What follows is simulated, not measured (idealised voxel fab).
The following is a process module called voxel self aligned contacts.
cross-section cut | 245 nm wide | cells 5 nm
A cross-section is a grid of square cells, given in bands from the top down. A band is one or more rows of cells.
Heads up on the band format: heights come first, top then bottom, in nm. After that it's the materials left to right, each with its width in nm. A single material flagged "throughout" fills the whole band edge to edge, and "blank" means there's empty space there.
Counting heights begins at 0, where everything beneath is, in the wafer as received, one material. The lowest band has no bottom; it goes on downwards, as "from 0 down" shows.
Note: "30->40" means the width goes from the first number (top row of the band) to the second number (bottom row) in equal steps per row of cells.
The designation "changes: none", where it is given for a processing step, indicates that no cell of the cross-section was altered in the course of that step.
Empty spaces counting at least 8 cells and having no open way to the top are listed in "Closed void list". The notation width x height at distance is used for each, the distance being from the left edge and all three values in nm.
Anything after a step's settings on that line? It's the simulator's own note about the step.
overlay nm: on a step with a mask, how far right of its planned place the mask lay; negative means left.

## Process steps - plan
1) RECEIVE,material Si
2) OXIDIZE,depth nm 5
3) DIRECTIONAL_DEP,material polySi,thk nm 30
4) DIRECTIONAL_DEP,material SiN,thk nm 15
5) MASKED_ETCH,tone cover,mask id GATE,width nm 35,pitch nm 70,etch materials SiN,depth nm 15,overlay nm 0
6) MASKED_ETCH,tone cover,mask id GATE,width nm 35,pitch nm 70,etch materials polySi,depth nm 30,overlay nm 0
7) CONFORMAL_DEP,material SiN,thk nm 5
8) DIRECTIONAL_ETCH,etch materials SiN,depth nm 5
9) FILL_DEP,material SiO2,thk nm 15
10) CMP,height nm 50
11) DIRECTIONAL_DEP,material aC,thk nm 15
12) PATTERN,tone open,mask id CONTACT,material resist,width nm 55,pitch nm 70,thk nm 35,overlay nm 0
13) DIRECTIONAL_ETCH,etch materials aC,depth nm 15
14) STRIP,etch materials resist
15) DIRECTIONAL_ETCH,etch materials SiO2,depth nm 55
16) STRIP,etch materials aC
17) CONFORMAL_DEP,material TiN,thk nm 5
18) FILL_DEP,material Ru,thk nm 10
19) CMP,height nm 50
20) CONFORMAL_DEP,material SiCN,thk nm 5

## Here's what the wafer looked like in cross-section when it arrived - that's after step 1
    from 0 down | Si throughout
    Closed void list: none

## Cross-sectional view of the first of the two wafers upon completion of the module, processed in accordance with the plan
    from 55 to 50 | SiCN throughout
    from 50 to 45 | 60 nm SiO2, 20 nm TiN, 15 nm Ru, 20 nm TiN, 15 nm SiO2, 20 nm TiN, 15 nm Ru, 20 nm TiN, 60 nm SiO2
    from 45 to 30 | 30 nm SiO2, 45 nm SiN, 5 nm TiN, 15 nm Ru, 5 nm TiN, 45 nm SiN, 5 nm TiN, 15 nm Ru, 5 nm TiN, 45 nm SiN, 30 nm SiO2
    from 30 to 0 | 30 nm SiO2, 5 nm SiN, 35 nm polySi, 5 nm SiN, 5 nm TiN, 15 nm Ru, 5 nm TiN, 5 nm SiN, 35 nm polySi, 5 nm SiN, 5 nm TiN, 15 nm Ru, 5 nm TiN, 5 nm SiN, 35 nm polySi, 5 nm SiN, 30 nm SiO2
    from 0 to -5 | 75 nm SiO2, 25 nm TiN, 45 nm SiO2, 25 nm TiN, 75 nm SiO2
    from -5 down | Si throughout
    Closed void list: none

## Second of two wafers, module complete, sectioned: it shares the first wafer's start and plan but was run with one mistake
    from 55 to 50 | SiCN throughout
    from 50 to 45 | 60 nm SiO2, 20 nm TiN, 15 nm Ru, 20 nm TiN, 15 nm SiO2, 20 nm TiN, 15 nm Ru, 20 nm TiN, 60 nm SiO2
    from 45 to 30 | 30 nm SiO2, 45 nm SiN, 5 nm TiN, 15 nm Ru, 5 nm TiN, 45 nm SiN, 5 nm TiN, 15 nm Ru, 5 nm TiN, 45 nm SiN, 30 nm SiO2
    from 30 to 5 | 30 nm SiO2, 5 nm SiN, 35 nm polySi, 5 nm SiN, 5 nm TiN, 15 nm Ru, 5 nm TiN, 5 nm SiN, 35 nm polySi, 5 nm SiN, 5 nm TiN, 15 nm Ru, 5 nm TiN, 5 nm SiN, 35 nm polySi, 5 nm SiN, 30 nm SiO2
    from 5 to 0 | 30 nm SiO2, 5 nm SiN, 35 nm polySi, 5 nm SiN, 25 nm TiN, 5 nm SiN, 35 nm polySi, 5 nm SiN, 25 nm TiN, 5 nm SiN, 35 nm polySi, 5 nm SiN, 30 nm SiO2
    from 0 down | Si throughout
    Closed void list: none
What went wrong in running the wafer? step 2 of the plan was bypassed and not carried out
Final cells, second wafer relative to first, materials higher or lower: 6 fewer of Ru | 49 more of Si | 39 fewer of SiO2 | 4 fewer of TiN
